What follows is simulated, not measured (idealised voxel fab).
Documented hereafter: the process module known as voxel double patterning.
Each square cell in cross-section cut measures 5 nm, and the section as a whole is 250 nm wide.
If you're reading a cross-section in this doc, picture square cells in a grid; it comes to you as bands, top ones listed first down to the bottom, and a band can be one or more rows of cells. Top height, bottom height, nm. Materials left to right, width each, nm. Single material + "throughout" = fills band edge to edge. "blank" = empty. It should be noted that heights are counted from 0, beneath which the wafer as supplied is of one material throughout, and that the lowest band possesses no lower boundary but continues downward, as written in "0 -> down". Think of "30..40" as a width that walks from the first number to the second as you go down the band, top row to bottom row, taking equal-sized steps from row to row. When a step is marked "same as before", none of the cells in the cross-section changed during that step. So "Closed-off voids" is basically the list of trapped voids: any empty space of 8 cells or more that can't reach the top through an opening. They're written width x height at distance, the distance being from the left edge, and it's all nm. Past the settings on a step's line: simulator remark, on that step. overlay nm: how far to the right of its planned place the mask lay on this masked step (negative: to the left).
# So here's the lineup of process steps we planned
1) RECEIVE, material Si
2) CONFORMAL_DEP, material SiO2, thk nm 5
3) DIRECTIONAL_DEP, material polySi, thk nm 10
4) DIRECTIONAL_DEP, material SiCN, thk nm 10
5) DIRECTIONAL_DEP, material aC, thk nm 10
6) PATTERN, tone open, mask id FIRST, material resist, width nm 15, pitch nm 50, thk nm 25, overlay nm 0
7) DIRECTIONAL_ETCH, etch materials aC, depth nm 10
8) STRIP, etch materials resist
9) DIRECTIONAL_ETCH, etch materials SiCN, depth nm 10
10) STRIP, etch materials aC
11) PATTERN, tone open, mask id SECOND, material resist, width nm 15, pitch nm 50, thk nm 20, overlay nm 0
12) DIRECTIONAL_ETCH, etch materials SiCN, depth nm 10
13) STRIP, etch materials resist
14) DIRECTIONAL_ETCH, etch materials polySi, depth nm 10
15) STRIP, etch materials SiCN
Every wafer here starts from the same state; it is the step 11 width nm that distinguishes them, and the value the plan gives belongs to the first wafer.
# Cross-section of the first of several wafers on receipt, reflecting completion of step 1
	0 -> down = Si throughout
	Closed-off voids: none
# wafer rows; end of module; cells per material since receipt: (+) gained, (-) lost; then closed voids
width nm 15; +50 SiO2; +70 polySi; Closed-off voids: none
width nm 20; +50 SiO2; +66 polySi; Closed-off voids: none
width nm 25; +50 SiO2; +62 polySi; Closed-off voids: none
width nm 30; +50 SiO2; +58 polySi; Closed-off voids: none
